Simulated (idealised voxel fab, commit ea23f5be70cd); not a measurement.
The process module that follows is named voxel spacer lines.
Cross-section cut spans 205 nm and uses square cells 5 nm in size.
The cross-sections in this document take the form of a grid made of square cells. They are written out as bands, in order from top to bottom. Each band consists of one or more rows of cells.
Within each band entry, the heights of the top and of the bottom of the band appear first, in that order and in nm; the materials of the band then follow from left to right, each with its corresponding width in nm. The designation "edge to edge" on a single material indicates that it fills the band from edge to edge; the designation "empty" indicates empty space.
The level at which height equals 0 is the one under which the wafer, as it arrives, is entirely one material. No lower edge exists for the bottom band, which continues downward and is notated as in "0 and below".
Width: "30 to 40" (first number = top row, second number = bottom row, same change from row to row of cells).
A step reported as "nothing altered" is a step in which no cell of the cross-section changed.
Entry "Internal closed voids". Content: empty spaces with no open connection to the top, size 8 cells or greater. Each: width x height at distance. Distance: from left edge. Unit: nm.
Anything after a step's settings on that line? It's the simulator's own note about the step.
overlay nm: where the mask lay relative to plan, measured to the right, on steps with a mask; negatives go left.
-- Process steps foreseen in the plan
1) RECEIVE (material Si)
2) CONFORMAL_DEP (material Al2O3; thk nm 10)
3) DIRECTIONAL_DEP (material SiN; thk nm 20)
4) DIRECTIONAL_DEP (material polySi; thk nm 20)
5) PATTERN (tone cover; mask id MANDREL; material resist; width nm 20; pitch nm 70; thk nm 30; overlay nm 0)
6) DIRECTIONAL_ETCH (etch materials polySi; depth nm 20)
7) STRIP (etch materials resist)
8) CONFORMAL_DEP (material SiO2; thk nm 15)
9) DIRECTIONAL_ETCH (etch materials SiO2; depth nm 15)
10) STRIP (etch materials polySi)
11) DIRECTIONAL_ETCH (etch materials SiN; depth nm 20)
12) STRIP (etch materials SiO2)
-- Shown in cross-section is the wafer as received, that is, as it stands after step 1
* 0 and below: Si edge to edge
* Internal closed voids: none
-- Wafer cross-section at end of module: start and plan as shown above, one execution error
* 30 down to 20: Al2O3 edge to edge
* 20 down to 0: SiN edge to edge
* 0 and below: Si edge to edge
* Internal closed voids: none
Misprocessing identified: sequence error: steps 2 and 3 interchanged
